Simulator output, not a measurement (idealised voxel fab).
process module | voxel gate over fins
cross-section cut | 230 nm wide | cells 5 nm
A cross-section is a grid of square cells, given in bands from the top down. A band is one or more rows of cells.
Each band's line starts with the height of the band's top and of its bottom, in nm. Then come its materials from left to right, each with its width in nm. One material with "throughout" fills the band from edge to edge. "air" is empty space.
Height 0 is the level under which the wafer as received is all one material. The lowest band goes on downwards, as in "0 down".
A width such as "30 to 40" changes by the same amount from each row of cells to the next, from the band's top row to its bottom row.
"no change" after a step means that no cell of the cross-section changed.
closed voids: empty space of 8 cells or more with no open way to the top, each as width x height at its distance from the left edge, in nm
after a step's settings: what the simulator itself notes on the step
overlay nm, on a step with a mask: how far to the right of its planned place the mask lay; to the left if negative
plan
1 op RECEIVE | material Si
2 op CONFORMAL_DEP | material SiN | thk nm 10
3 op MASKED_ETCH | tone cover | mask id FINS | width nm 15 | pitch nm 40 | etch materials SiN | depth nm 10 | overlay nm 0
4 op MASKED_ETCH | tone cover | mask id FINS | width nm 15 | pitch nm 40 | etch materials Si | depth nm 35 | overlay nm 0
5 op FILL_DEP | material SiO2 | thk nm 15
6 op CMP | height nm 10
7 op SELECTIVE_ETCH | etch materials SiO2 | depth nm 20
8 op STRIP | etch materials SiN
9 op CONFORMAL_DEP | material HfO2 | thk nm 5
10 op CONFORMAL_DEP | material TiN | thk nm 5
11 op CONFORMAL_DEP | material TiAl | thk nm 5
12 op CONFORMAL_DEP | material TiN | thk nm 5
13 op FILL_DEP | material W | thk nm 15
14 op CMP | height nm 30
15 op CONFORMAL_DEP | material SiCN | thk nm 5
as received, after step 1
  0 down: Si throughout
  closed voids: none
a wafer at the end: this start, this plan, one mistake
  35 to 30: SiCN throughout
  30 to 20: W throughout
  20 to 15: W 25 | TiN 175 | W 30
  15 to 10: W 25 | TiN 5 | TiAl 165 | TiN 5 | W 30
  10 to 5: TiN 30 | TiAl 5 | TiN 35 | TiAl 5 | TiN 35 | TiAl 5 | TiN 35 | TiAl 5 | TiN 35 | TiAl 5 | TiN 35
  5 to 0: TiAl 35 | TiN 5 | HfO2 25 | TiN 5 | TiAl 5 | TiN 5 | HfO2 25 | TiN 5 | TiAl 5 | TiN 5 | HfO2 25 | TiN 5 | TiAl 5 | TiN 5 | HfO2 25 | TiN 5 | TiAl 40
  0 to -5: TiN 40 | HfO2 5 | Si 15 | HfO2 5 | TiN 15 | HfO2 5 | Si 15 | HfO2 5 | TiN 15 | HfO2 5 | Si 15 | HfO2 5 | TiN 15 | HfO2 5 | Si 15 | HfO2 5 | TiN 45
  -5 to -10: HfO2 45 | Si 15 | HfO2 25 | Si 15 | HfO2 25 | Si 15 | HfO2 25 | Si 15 | HfO2 50
  -10 to -70: SiO2 45 | Si 15 | SiO2 25 | Si 15 | SiO2 25 | Si 15 | SiO2 25 | Si 15 | SiO2 50
  -70 down: Si throughout
  closed voids: none
what went wrong: step 4 was run twice
